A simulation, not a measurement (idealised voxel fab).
Name of the process module below: voxel double patterning
It is cross-section cut that appears here, measuring 240 nm in width, its square cells being 5 nm in size.
Each cross-section below is a grid of square cells, stated as bands in top-down order, with one or more rows of cells making up each band. A band entry consists of two parts. The first gives the height of the band's top and the height of its bottom, in nm. The rest lists the band's materials from left to right, each with its width in nm. A single material labelled with the word "all across" fills the band from edge to edge, and the word "empty" marks empty space. Measure heights from 0. That's the level where, below it, the as-received wafer is all one material. The lowest band is bottomless and extends downward; write it as in "from 0 down". So if you see something like "30->40" for the width, read it as the top row of the band sitting at the first number and the bottom row at the second, with every row in between moving by the same amount as the last. Given "identical to before" for a step, no cell of the cross-section differs between before and after that step. Basically, "Closed void table" tells you about the enclosed voids: empty spaces with no open way to the top, 8 cells or bigger, each written width x height at distance, where distance is from the left edge, all in nm. Past the settings on a step's line: simulator remark, on that step. Regarding "overlay nm": on a step with a mask, it is the distance the mask lay to the right of its planned place; a negative value places it to the left.

**Process steps - plan**
1 RECEIVE [material Si]
2 CONFORMAL_DEP [material SiO2] [thk nm 10]
3 DIRECTIONAL_DEP [material W] [thk nm 15]
4 DIRECTIONAL_DEP [material SiCN] [thk nm 5]
5 PATTERN [tone open] [mask id FIRST] [material resist] [width nm 15] [pitch nm 50] [thk nm 15] [overlay nm 0]
6 DIRECTIONAL_ETCH [etch materials SiCN] [depth nm 5]
7 STRIP [etch materials resist]
8 DIRECTIONAL_DEP [material aC] [thk nm 10]
9 PATTERN [tone open] [mask id SECOND] [material resist] [width nm 15] [thk nm 30] [overlay nm 0]
10 DIRECTIONAL_ETCH [etch materials aC] [depth nm 10]
11 STRIP [etch materials resist]
12 DIRECTIONAL_ETCH [etch materials SiCN] [depth nm 5]
13 STRIP [etch materials aC]
14 DIRECTIONAL_ETCH [etch materials W] [depth nm 15]
15 STRIP [etch materials SiCN]

**First wafer out of two, processed as planned**

**Step 1 complete: cross-section of the wafer as received**
from 0 down  Si all across
Closed void table: none

**After step 2, in cross-section**
from 10 to 0  SiO2 all across
below 0: unchanged

**After step 3, in cross-section**
from 25 to 10  W all across
below 10: unchanged

**After step 4, in cross-section**
from 30 to 25  SiCN all across
below 25: unchanged

**After step 5, in cross-section**
from 45 to 30  resist: 85 / empty: 15 / resist: 35 / empty: 15 / resist: 90
below 30: unchanged

**After step 6, in cross-section**
from 45 to 30  resist: 85 / empty: 15 / resist: 35 / empty: 15 / resist: 90
from 30 to 25  SiCN: 85 / empty: 15 / SiCN: 35 / empty: 15 / SiCN: 90
below 25: unchanged

**After step 7, in cross-section**
from 30 to 25  SiCN: 85 / empty: 15 / SiCN: 35 / empty: 15 / SiCN: 90
below 25: unchanged

**After step 8, in cross-section**
from 40 to 35  aC: 85 / empty: 15 / aC: 35 / empty: 15 / aC: 90
from 35 to 30  aC all across
from 30 to 25  SiCN: 85 / aC: 15 / SiCN: 35 / aC: 15 / SiCN: 90
below 25: unchanged

**After step 9, in cross-section**
from 70 to 40  resist: 110 / empty: 15 / resist: 115
from 40 to 35  aC: 85 / resist: 15 / aC: 35 / resist: 15 / aC: 90
below 35: unchanged

**After step 10, in cross-section**
from 60 to 40  resist: 110 / empty: 15 / resist: 115
from 40 to 35  aC: 85 / resist: 15 / aC: 10 / empty: 15 / aC: 10 / resist: 15 / aC: 90
from 35 to 30  aC: 110 / empty: 15 / aC: 115
below 30: unchanged

**After step 11, in cross-section**
from 40 to 35  aC: 85 / empty: 15 / aC: 10 / empty: 15 / aC: 10 / empty: 15 / aC: 90
below 35: unchanged

**After step 12, in cross-section**
from 40 to 35  aC: 85 / empty: 15 / aC: 10 / empty: 15 / aC: 10 / empty: 15 / aC: 90
from 35 to 30  aC: 110 / empty: 15 / aC: 115
from 30 to 25  SiCN: 85 / aC: 15 / SiCN: 10 / empty: 15 / SiCN: 10 / aC: 15 / SiCN: 90
below 25: unchanged

**After step 13, in cross-section**
from 30 to 25  SiCN: 85 / empty: 15 / SiCN: 10 / empty: 15 / SiCN: 10 / empty: 15 / SiCN: 90
below 25: unchanged

**After step 14, in cross-section**
from 30 to 25  SiCN: 85 / empty: 15 / SiCN: 10 / empty: 15 / SiCN: 10 / empty: 15 / SiCN: 90
from 25 to 10  W: 85 / empty: 15 / W: 10 / empty: 15 / W: 10 / empty: 15 / W: 90
below 10: unchanged

**After step 15, in cross-section**
from 25 to 10  W: 85 / empty: 15 / W: 10 / empty: 15 / W: 10 / empty: 15 / W: 90
below 10: unchanged

**The remaining wafer, second of the two, started like the first and was run to the same plan, except that one mistake was made along the way; the two coincide through step 7, inclusive**

**The second wafer cut through, at the time step 8 was supposed to be finished**
from 40 to 35  W: 85 / empty: 15 / W: 35 / empty: 15 / W: 90
from 35 to 30  W all across
from 30 to 25  SiCN: 85 / W: 15 / SiCN: 35 / W: 15 / SiCN: 90
below 25: unchanged

**The second wafer cut through, at the time step 9 was supposed to be finished**
from 70 to 40  resist: 110 / empty: 15 / resist: 115
from 40 to 35  W: 85 / resist: 15 / W: 35 / resist: 15 / W: 90
below 35: unchanged

**The second wafer cut through, at the time step 10 was supposed to be finished**
from 60 to 40  resist: 110 / empty: 15 / resist: 115
below 40: unchanged

**The second wafer cut through, at the time step 11 was supposed to be finished**
from 40 to 35  W: 85 / empty: 15 / W: 35 / empty: 15 / W: 90
below 35: unchanged

The second wafer cut through, at the time step 12 was supposed to be finished: identical to before

The second wafer cut through, at the time step 13 was supposed to be finished: identical to before

**The second wafer cut through, at the time step 14 was supposed to be finished**
from 30 to 25  SiCN: 85 / empty: 15 / SiCN: 35 / empty: 15 / SiCN: 90
from 25 to 20  W: 85 / empty: 15 / W: 35 / empty: 15 / W: 90
below 20: unchanged

**The second wafer cut through, at the time step 15 was supposed to be finished**
from 25 to 20  W: 85 / empty: 15 / W: 35 / empty: 15 / W: 90
below 20: unchanged
The mistake made against the process plan was this: contrary to plan, step 8 was performed as DIRECTIONAL_DEP [material W] [thk nm 10]
Count the cells at the end and the second wafer has more or fewer of some materials than the first: W +21
